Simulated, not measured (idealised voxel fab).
Title: Process Module voxel self aligned contacts
The cross-section shown here is cut; it is 215 nm wide and divided into square cells measuring 5 nm on a side.
Cross-section = grid of square cells, listed top down in bands; band = one or more rows.
Top, bottom (nm), then materials left to right with widths (nm); lone material tagged "edge to edge" fills the whole band edge to edge; "empty" = empty space.
Where do heights start? At 0: under that level the wafer as delivered is made of one material only. And the lowest band has no floor; it just carries on downward, as in "0 -> down".
Read "30 to 40" as a graded width: first number on top, second number at the bottom, same change between each pair of neighbouring rows.
No cell of the cross-section changed in a step that is given as "no change occurred".
Reported under the label "Closed void listing" are the empty spaces having no open way to the top and comprising 8 cells or more; the notation for each is width x height at distance, in which the distance is measured from the left edge and all three values are in nm.
Anything after a step's settings on that line? It's the simulator's own note about the step.
overlay nm: how far to the right of its planned place the mask lay on this masked step (negative: to the left).

# The following list gives the planned process steps
- 1: RECEIVE [material Si]
- 2: OXIDIZE [depth nm 5]
- 3: DIRECTIONAL_DEP [material polySi] [thk nm 25]
- 4: DIRECTIONAL_DEP [material SiN] [thk nm 25]
- 5: MASKED_ETCH [tone cover] [mask id GATE] [width nm 25] [pitch nm 65] [etch materials SiN] [depth nm 25] [overlay nm 0]
- 6: MASKED_ETCH [tone cover] [mask id GATE] [width nm 25] [pitch nm 65] [etch materials polySi] [depth nm 25] [overlay nm 0]
- 7: CONFORMAL_DEP [material SiN] [thk nm 10]
- 8: DIRECTIONAL_ETCH [etch materials SiN] [depth nm 10]
- 9: FILL_DEP [material SiO2] [thk nm 15]
- 10: CMP [height nm 55]
- 11: MASKED_ETCH [tone open] [mask id CONTACT] [width nm 50] [pitch nm 65] [etch materials SiO2] [depth nm 60] [overlay nm -15]
- 12: CONFORMAL_DEP [material TiN] [thk nm 5]
- 13: FILL_DEP [material Ru] [thk nm 10]
- 14: CMP [height nm 55]
- 15: CONFORMAL_DEP [material SiCN] [thk nm 5]
The wafers in this document start out alike and differ in the overlay nm applied at step 11; the plan shows the value used for the first wafer.

# So this is the first of several wafers, cross-sectioned as it came to us, meaning it's at the end of step 1
    0 -> down: Si edge to edge
    Closed void listing: none

# Cross-section of the first of several wafers, taken after step 15, where the module ends
    60 -> 55: SiCN edge to edge
    55 -> 50: SiO2=35, TiN=35, Ru=10, TiN=5, SiO2=15, TiN=35, Ru=10, TiN=5, SiO2=65
    50 -> 25: SiO2=20, SiN=45, TiN=5, Ru=10, TiN=5, SiN=45, TiN=5, Ru=10, TiN=5, SiN=45, SiO2=20
    25 -> 0: SiO2=20, SiN=10, polySi=25, SiN=10, TiN=5, Ru=10, TiN=5, SiN=10, polySi=25, SiN=10, TiN=5, Ru=10, TiN=5, SiN=10, polySi=25, SiN=10, SiO2=20
    0 -> -5: SiO2=65, TiN=20, SiO2=45, TiN=20, SiO2=65
    -5 -> down: Si edge to edge
    Closed void listing: none

# Cross-section of the last wafer at end of module
    60 -> 55: SiCN edge to edge
    55 -> 50: SiO2=65, TiN=5, Ru=10, TiN=35, SiO2=15, TiN=5, Ru=10, TiN=35, SiO2=35
    50 -> 25: SiO2=20, SiN=45, TiN=5, Ru=10, TiN=5, SiN=45, TiN=5, Ru=10, TiN=5, SiN=45, SiO2=20
    25 -> 0: SiO2=20, SiN=10, polySi=25, SiN=10, TiN=5, Ru=10, TiN=5, SiN=10, polySi=25, SiN=10, TiN=5, Ru=10, TiN=5, SiN=10, polySi=25, SiN=10, SiO2=20
    0 -> -5: SiO2=65, TiN=20, SiO2=45, TiN=20, SiO2=65
    -5 -> down: Si edge to edge
    Closed void listing: none

# Here is how to read the rows: every wafer has a row, and it shows the wafer at the end of the module, giving for each material how many cells were gained (+) or lost (-) since the wafer was received, then listing its closed voids
overlay nm -15, +44 Ru, -43 Si, +43 SiCN, +195 SiN, +138 SiO2, +64 TiN, +75 polySi, Closed void listing: none
overlay nm -10, +44 Ru, -43 Si, +43 SiCN, +195 SiN, +138 SiO2, +64 TiN, +75 polySi, Closed void listing: none
overlay nm -5, +44 Ru, -43 Si, +43 SiCN, +195 SiN, +138 SiO2, +64 TiN, +75 polySi, Closed void listing: none
overlay nm 0, +44 Ru, -43 Si, +43 SiCN, +195 SiN, +138 SiO2, +64 TiN, +75 polySi, Closed void listing: none
overlay nm 5, +44 Ru, -43 Si, +43 SiCN, +195 SiN, +138 SiO2, +64 TiN, +75 polySi, Closed void listing: none
overlay nm 10, +44 Ru, -43 Si, +43 SiCN, +195 SiN, +138 SiO2, +64 TiN, +75 polySi, Closed void listing: none
overlay nm 15, +44 Ru, -43 Si, +43 SiCN, +195 SiN, +138 SiO2, +64 TiN, +75 polySi, Closed void listing: none
